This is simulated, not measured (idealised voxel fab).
The document below concerns the process module designated voxel transistor to metal.
For reference, the cross-section in this document is cut, with width 180 nm and square cells of 5 nm.
Square cells in a grid make up a cross-section in this document, and the grid is given as bands, listed from the top down, each one or more rows of cells. Top, bottom (nm), then materials left to right with widths (nm); lone material tagged "everywhere" fills the whole band edge to edge; "air" = empty space. Counting heights begins at 0, where everything beneath is, in the wafer as received, one material. The lowest band has no bottom; it goes on downwards, as "0 down" shows. A two-number width, for instance "30->40", indicates that the width is equal to the first number in the top row of the band and to the second number in the bottom row, and that it changes by a constant amount per row of cells. "no alteration" means the step left every cell of the cross-section as it was. The list in "Completely enclosed voids" covers empty spaces of 8 cells or more that cannot reach the top through any open way, and it gives each as width x height at distance; the distance is from the left edge, and width, height and distance are in nm. Whatever follows a step's settings on its line is a remark the simulator itself makes about that step. "overlay nm", when on a step's line for a step with a mask, measures how far to the right of its planned place the mask lay; a negative measure means to the left.
[The steps planned for the process are as follows]
1. RECEIVE: material Si
2. CONFORMAL_DEP: material SiO2, thk nm 5
3. CONFORMAL_DEP: material SiN, thk nm 10
4. PATTERN: tone cover, mask id ACTIVE, material resist, width nm 105, thk nm 20, overlay nm 0
5. DIRECTIONAL_ETCH: etch materials SiN, depth nm 10
6. DIRECTIONAL_ETCH: etch materials SiO2, depth nm 5
7. DIRECTIONAL_ETCH: etch materials Si, depth nm 35
8. STRIP: etch materials resist
9. OXIDIZE: depth nm 5
10. FILL_DEP: material SiO2, thk nm 5
11. CMP: height nm 15
12. SELECTIVE_ETCH: etch materials SiO2, depth nm 10
13. STRIP: etch materials SiN
14. SELECTIVE_ETCH: etch materials SiO2, depth nm 5
15. OXIDIZE: depth nm 5
16. DIRECTIONAL_DEP: material polySi, thk nm 20
17. DIRECTIONAL_DEP: material SiCN, thk nm 10
18. PATTERN: tone cover, mask id GATE, material resist, width nm 25, thk nm 20, overlay nm 0
19. DIRECTIONAL_ETCH: etch materials SiCN, depth nm 20
20. DIRECTIONAL_ETCH: etch materials polySi, depth nm 30
21. STRIP: etch materials resist
22. CONFORMAL_DEP: material SiN, thk nm 10
23. DIRECTIONAL_ETCH: etch materials SiN, depth nm 10
24. DIRECTIONAL_ETCH: etch materials SiO2, depth nm 5
25. DIRECTIONAL_ETCH: etch materials Si, depth nm 15
26. EPI: material pSi, thk nm 15
27. FILL_DEP: material SiO2, thk nm 5
28. CMP: height nm 20
29. STRIP: etch materials polySi
30. SELECTIVE_ETCH: etch materials SiO2, depth nm 5
31. CONFORMAL_DEP: material HfO2, thk nm 5
32. CONFORMAL_DEP: material TiN, thk nm 5
33. FILL_DEP: material W, thk nm 5
34. CMP: height nm 15
35. DIRECTIONAL_DEP: material SiO2, thk nm 15
36. DIRECTIONAL_DEP: material aC, thk nm 10
37. PATTERN: tone open, mask id CONTACT, material resist, width nm 15, pitch nm 70, thk nm 30, overlay nm -15
38. DIRECTIONAL_ETCH: etch materials aC, depth nm 10
39. STRIP: etch materials resist
40. DIRECTIONAL_ETCH: etch materials SiO2, depth nm 35
41. STRIP: etch materials aC
42. CONFORMAL_DEP: material TiN, thk nm 5
43. FILL_DEP: material W, thk nm 10
44. CMP: height nm 30
45. CONFORMAL_DEP: material SiCN, thk nm 5
46. DIRECTIONAL_DEP: material SiO2, thk nm 15
47. DIRECTIONAL_DEP: material aC, thk nm 15
48. PATTERN: tone open, mask id METAL_1, material resist, width nm 15, pitch nm 70, thk nm 30, overlay nm 0
49. DIRECTIONAL_ETCH: etch materials aC, depth nm 15
50. STRIP: etch materials resist
51. DIRECTIONAL_ETCH: etch materials SiO2, depth nm 15
52. DIRECTIONAL_ETCH: etch materials SiCN, depth nm 5
53. STRIP: etch materials aC
54. CONFORMAL_DEP: material TiN, thk nm 5
55. FILL_DEP: material Cu, thk nm 10
56. CMP: height nm 50
57. CONFORMAL_DEP: material SiCN, thk nm 5
58. DIRECTIONAL_DEP: material SiO2, thk nm 30
59. DIRECTIONAL_DEP: material aC, thk nm 15
60. PATTERN: tone open, mask id METAL_2, material resist, width nm 15, pitch nm 70, thk nm 35, overlay nm 0
61. DIRECTIONAL_ETCH: etch materials aC, depth nm 15
62. STRIP: etch materials resist
63. DIRECTIONAL_ETCH: etch materials SiO2, depth nm 20
64. STRIP: etch materials aC
65. DIRECTIONAL_DEP: material aC, thk nm 15
66. PATTERN: tone open, mask id METAL_2_HOLES, material resist, width nm 15, pitch nm 70, thk nm 35, overlay nm 0
67. DIRECTIONAL_ETCH: etch materials aC, depth nm 15
68. STRIP: etch materials resist
69. DIRECTIONAL_ETCH: etch materials SiO2, depth nm 10
70. DIRECTIONAL_ETCH: etch materials SiCN, depth nm 5
71. STRIP: etch materials aC
72. CONFORMAL_DEP: material TiN, thk nm 5
73. FILL_DEP: material Cu, thk nm 10
74. CMP: height nm 85
75. CONFORMAL_DEP: material SiN, thk nm 5
The wafers are alike at the start. At step 37, their overlay nm differs. The plan lists the first wafer's value.
[Cross-section of the first of several wafers on receipt, reflecting completion of step 1]
- 0 down  Si everywhere
- Completely enclosed voids: none
[At the end of the module, after its last step, step 75, the first of several wafers appears in cross-section as follows]
- 90 to 85  SiN everywhere
- 85 to 55  SiO2 45, TiN 5, Cu 5, TiN 5, SiO2 55, TiN 5, Cu 5, TiN 5, SiO2 50
- 55 to 50  SiCN 45, TiN 15, SiCN 55, TiN 15, SiCN 50
- 50 to 35  SiO2 45, TiN 5, Cu 5, TiN 5, SiO2 55, TiN 5, Cu 5, TiN 5, SiO2 50
- 35 to 30  SiCN 45, TiN 15, SiCN 55, TiN 15, SiCN 50
- 30 to 20  SiO2 30, TiN 5, W 5, TiN 5, SiO2 55, TiN 5, W 5, TiN 5, SiO2 65
- 20 to 15  SiO2 30, TiN 5, W 5, TiN 5, SiO2 55, TiN 15, SiO2 65
- 15 to 10  SiO2 30, TiN 5, W 5, TiN 5, SiO2 20, SiN 10, HfO2 5, TiN 5, W 5, TiN 5, HfO2 5, SiN 10, TiN 5, SiO2 65
- 10 to 5  SiO2 30, TiN 5, W 5, TiN 5, SiO2 5, pSi 15, SiN 10, HfO2 5, TiN 5, W 5, TiN 5, HfO2 5, SiN 10, pSi 15, SiO2 55
- 5 to 0  SiO2 30, TiN 5, W 5, TiN 5, SiO2 5, pSi 15, SiN 10, HfO2 5, TiN 15, HfO2 5, SiN 10, pSi 15, SiO2 55
- 0 to -5  SiO2 30, TiN 15, SiO2 5, pSi 15, SiO2 5, HfO2 35, SiO2 5, pSi 15, SiO2 55
- -5 to -20  SiO2 40, pSi 25, Si 45, pSi 25, SiO2 45
- -20 to -40  SiO2 40, Si 95, SiO2 45
- -40 down  Si everywhere
- Completely enclosed voids: none
[Showing the last wafer in cross-section at the end of the module]
- 90 to 85  SiN everywhere
- 85 to 55  SiO2 45, TiN 5, Cu 5, TiN 5, SiO2 55, TiN 5, Cu 5, TiN 5, SiO2 50
- 55 to 50  SiCN 45, TiN 15, SiCN 55, TiN 15, SiCN 50
- 50 to 35  SiO2 45, TiN 5, Cu 5, TiN 5, SiO2 55, TiN 5, Cu 5, TiN 5, SiO2 50
- 35 to 30  SiCN 45, TiN 15, SiCN 55, TiN 15, SiCN 50
- 30 to 20  SiO2 60, TiN 5, W 5, TiN 5, SiO2 55, TiN 5, W 5, TiN 5, SiO2 35
- 20 to 15  SiO2 60, TiN 15, SiO2 55, TiN 5, W 5, TiN 5, SiO2 35
- 15 to 10  SiO2 60, TiN 5, SiN 10, HfO2 5, TiN 5, W 5, TiN 5, HfO2 5, SiN 10, SiO2 20, TiN 5, W 5, TiN 5, SiO2 35
- 10 to 5  SiO2 50, pSi 15, SiN 10, HfO2 5, TiN 5, W 5, TiN 5, HfO2 5, SiN 10, pSi 15, SiO2 5, TiN 5, W 5, TiN 5, SiO2 35
- 5 to 0  SiO2 50, pSi 15, SiN 10, HfO2 5, TiN 15, HfO2 5, SiN 10, pSi 15, SiO2 5, TiN 5, W 5, TiN 5, SiO2 35
- 0 to -5  SiO2 50, pSi 15, SiO2 5, HfO2 35, SiO2 5, pSi 15, SiO2 5, TiN 15, SiO2 35
- -5 to -20  SiO2 40, pSi 25, Si 45, pSi 25, SiO2 45
- -20 to -40  SiO2 40, Si 95, SiO2 45
- -40 down  Si everywhere
- Completely enclosed voids: none
[Below is a per-wafer table. In it, each row describes the wafer at the end of the module by giving, for each material, the number of cells gained (+) or lost (-) since the wafer was received, and after that the closed voids of the wafer]
overlay nm -15, +18 Cu, +13 HfO2, -185 Si, +60 SiCN, +48 SiN, +558 SiO2, +78 TiN, +10 W, +48 pSi, Completely enclosed voids: none
overlay nm -10, +18 Cu, +13 HfO2, -185 Si, +60 SiCN, +48 SiN, +557 SiO2, +79 TiN, +10 W, +48 pSi, Completely enclosed voids: none
overlay nm -5, +18 Cu, +13 HfO2, -185 Si, +60 SiCN, +48 SiN, +559 SiO2, +79 TiN, +8 W, +48 pSi, Completely enclosed voids: none
overlay nm 0, +18 Cu, +13 HfO2, -185 Si, +60 SiCN, +48 SiN, +559 SiO2, +79 TiN, +8 W, +48 pSi, Completely enclosed voids: none
overlay nm 5, +18 Cu, +13 HfO2, -185 Si, +60 SiCN, +48 SiN, +559 SiO2, +79 TiN, +8 W, +48 pSi, Completely enclosed voids: none
overlay nm 10, +18 Cu, +13 HfO2, -185 Si, +60 SiCN, +48 SiN, +557 SiO2, +79 TiN, +10 W, +48 pSi, Completely enclosed voids: none
overlay nm 15, +18 Cu, +13 HfO2, -185 Si, +60 SiCN, +48 SiN, +558 SiO2, +78 TiN, +10 W, +48 pSi, Completely enclosed voids: none
